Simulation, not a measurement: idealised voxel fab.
process module | voxel trench capacitor
cross-section cut | 260 nm wide | cells 5 nm
A cross-section is a grid of square cells, given in bands from the top down. A band is one or more rows of cells.
Each band's line starts with the height of the band's top and of its bottom, in nm. Then come its materials from left to right, each with its width in nm. One material with "throughout" fills the band from edge to edge. "air" is empty space.
Height 0 is the level under which the wafer as received is all one material. The lowest band goes on downwards, as in "0 down".
A width such as "30 to 40" changes by the same amount from each row of cells to the next, from the band's top row to its bottom row.
"no change" after a step means that no cell of the cross-section changed.
closed voids: empty space of 8 cells or more with no open way to the top, each as width x height at its distance from the left edge, in nm
after a step's settings: what the simulator itself notes on the step
overlay nm, on a step with a mask: how far to the right of its planned place the mask lay; to the left if negative
plan
1 op RECEIVE | material Si
2 op CONFORMAL_DEP | material SiN | thk nm 5
3 op DIRECTIONAL_DEP | material aC | thk nm 15
4 op PATTERN | tone open | mask id TRENCH | material resist | width nm 15 | pitch nm 45 | thk nm 30 | overlay nm 0
5 op DIRECTIONAL_ETCH | etch materials aC | depth nm 15
6 op STRIP | etch materials resist
7 op DIRECTIONAL_ETCH | etch materials SiN | depth nm 5
8 op DIRECTIONAL_ETCH | etch materials Si | depth nm 35
9 op STRIP | etch materials aC
10 op CONFORMAL_DEP | material Al2O3 | thk nm 5
11 op FILL_DEP | material polySi | thk nm 10
12 op CMP | height nm 5
varied across the wafers: width nm of step 4. The plan shows the first wafer's value. All wafers start alike
first wafer as received, after step 1
  0 down: Si throughout
  closed voids: none
first wafer at the end, after step 12
  5 to 0: SiN 75 | Al2O3 5 | polySi 5 | Al2O3 5 | SiN 30 | Al2O3 5 | polySi 5 | Al2O3 5 | SiN 30 | Al2O3 5 | polySi 5 | Al2O3 5 | SiN 80
  0 to -30: Si 75 | Al2O3 5 | polySi 5 | Al2O3 5 | Si 30 | Al2O3 5 | polySi 5 | Al2O3 5 | Si 30 | Al2O3 5 | polySi 5 | Al2O3 5 | Si 80
  -30 to -35: Si 75 | Al2O3 15 | Si 30 | Al2O3 15 | Si 30 | Al2O3 15 | Si 80
  -35 down: Si throughout
  closed voids: none
last wafer at the end
  5 to 0: SiN 70 | Al2O3 5 | polySi 20 | Al2O3 5 | SiN 15 | Al2O3 5 | polySi 20 | Al2O3 5 | SiN 15 | Al2O3 5 | polySi 20 | Al2O3 5 | SiN 70
  0 to -30: Si 70 | Al2O3 5 | polySi 20 | Al2O3 5 | Si 15 | Al2O3 5 | polySi 20 | Al2O3 5 | Si 15 | Al2O3 5 | polySi 20 | Al2O3 5 | Si 70
  -30 to -35: Si 70 | Al2O3 30 | Si 15 | Al2O3 30 | Si 15 | Al2O3 30 | Si 70
  -35 down: Si throughout
  closed voids: none
each wafer at the end: cells of each material gained (+) or lost (-) since it was received, then its closed voids
width nm 15 | +51 Al2O3 | -63 Si | +43 SiN | +21 polySi | closed voids: none
width nm 20 | +54 Al2O3 | -84 Si | +40 SiN | +42 polySi | closed voids: none
width nm 25 | +57 Al2O3 | -105 Si | +37 SiN | +63 polySi | closed voids: none
width nm 30 | +60 Al2O3 | -126 Si | +34 SiN | +84 polySi | closed voids: none
